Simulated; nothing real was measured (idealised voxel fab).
The process module presented herein is designated voxel tone inversion.
Displayed cross-section: cut, width of 290 nm, square cells sized 5 nm.
A cross-section is a grid of square cells, given in bands from the top down. A band is one or more rows of cells.
Basically the band line says how high the top is and how high the bottom is, in nm, and then what's in it from left to right, every material with its width in nm. Empty space shows up as "blank", and if a single material carries "everywhere" it runs the full band edge to edge.
We count height from 0. Below that, the starting wafer is all one material. The lowest band never ends at the bottom but goes on down; see "0 and below" for how that is written.
A width such as "30->40" changes by the same amount from each row of cells to the next, from the band's top row to its bottom row.
Take "remained unchanged" at face value: in the step it is given for, the cross-section changed in none of its cells.
Basically, "Closed cavity list" tells you about the enclosed voids: empty spaces with no open way to the top, 8 cells or bigger, each written width x height at distance, where distance is from the left edge, all in nm.
On a step's line, text after the settings is the simulator commenting on that step.
overlay nm: where the mask lay relative to plan, measured to the right, on steps with a mask; negatives go left.
[Planned process steps]
1,RECEIVE with material Si
2,CONFORMAL_DEP with material SiCN, thk nm 5
3,DIRECTIONAL_DEP with material aC, thk nm 15
4,PATTERN with tone cover, mask id POSTS, material resist, width nm 15, pitch nm 45, thk nm 20, overlay nm 0
5,DIRECTIONAL_ETCH with etch materials aC, depth nm 15
6,STRIP with etch materials resist
7,FILL_DEP with material SiO2, thk nm 10
8,CMP with height nm 20
9,STRIP with etch materials aC
[Concerning the first of two wafers, which was run in accordance with the plan]
[The cross-section here shows the wafer as received, i.e. in its state after step 1]
0 and below | Si everywhere
Closed cavity list: none
[Once step 2 is through, the wafer looks like this in cross-section]
5 down to 0 | SiCN everywhere
Note: structure below 0 unchanged.
[Once step 3 is through, the wafer looks like this in cross-section]
20 down to 5 | aC everywhere
Note: structure below 5 unchanged.
[Once step 4 is through, the wafer looks like this in cross-section]
40 down to 20 | blank 115 nm, then resist 15 nm, then blank 30 nm, then resist 15 nm, then blank 115 nm
Note: structure below 20 unchanged.
[Once step 5 is through, the wafer looks like this in cross-section]
25 down to 20 | blank 115 nm, then resist 15 nm, then blank 30 nm, then resist 15 nm, then blank 115 nm
20 down to 5 | blank 115 nm, then aC 15 nm, then blank 30 nm, then aC 15 nm, then blank 115 nm
Note: structure below 5 unchanged.
[Once step 6 is through, the wafer looks like this in cross-section]
20 down to 5 | blank 115 nm, then aC 15 nm, then blank 30 nm, then aC 15 nm, then blank 115 nm
Note: structure below 5 unchanged.
[Once step 7 is through, the wafer looks like this in cross-section]
30 down to 20 | SiO2 everywhere
20 down to 5 | SiO2 115 nm, then aC 15 nm, then SiO2 30 nm, then aC 15 nm, then SiO2 115 nm
Note: structure below 5 unchanged.
[Once step 8 is through, the wafer looks like this in cross-section]
20 down to 5 | SiO2 115 nm, then aC 15 nm, then SiO2 30 nm, then aC 15 nm, then SiO2 115 nm
Note: structure below 5 unchanged.
[Once step 9 is through, the wafer looks like this in cross-section]
20 down to 5 | SiO2 115 nm, then blank 15 nm, then SiO2 30 nm, then blank 15 nm, then SiO2 115 nm
Note: structure below 5 unchanged.
[Second wafer: same start and same plan as the first, one execution error; identical to the first through step 8]
[Look at the second wafer in cross-section at the time step 9 ought to have finished]
20 down to 5 | SiO2 115 nm, then blank 15 nm, then SiO2 30 nm, then blank 15 nm, then SiO2 115 nm
Note: structure below 5 unchanged.
Deviation noted in wafer processing: step 9 in the plan was executed twice
It should be noted that the final cross-sections of the two wafers coincide, and the mistake therefore has no effect on the output of this model.
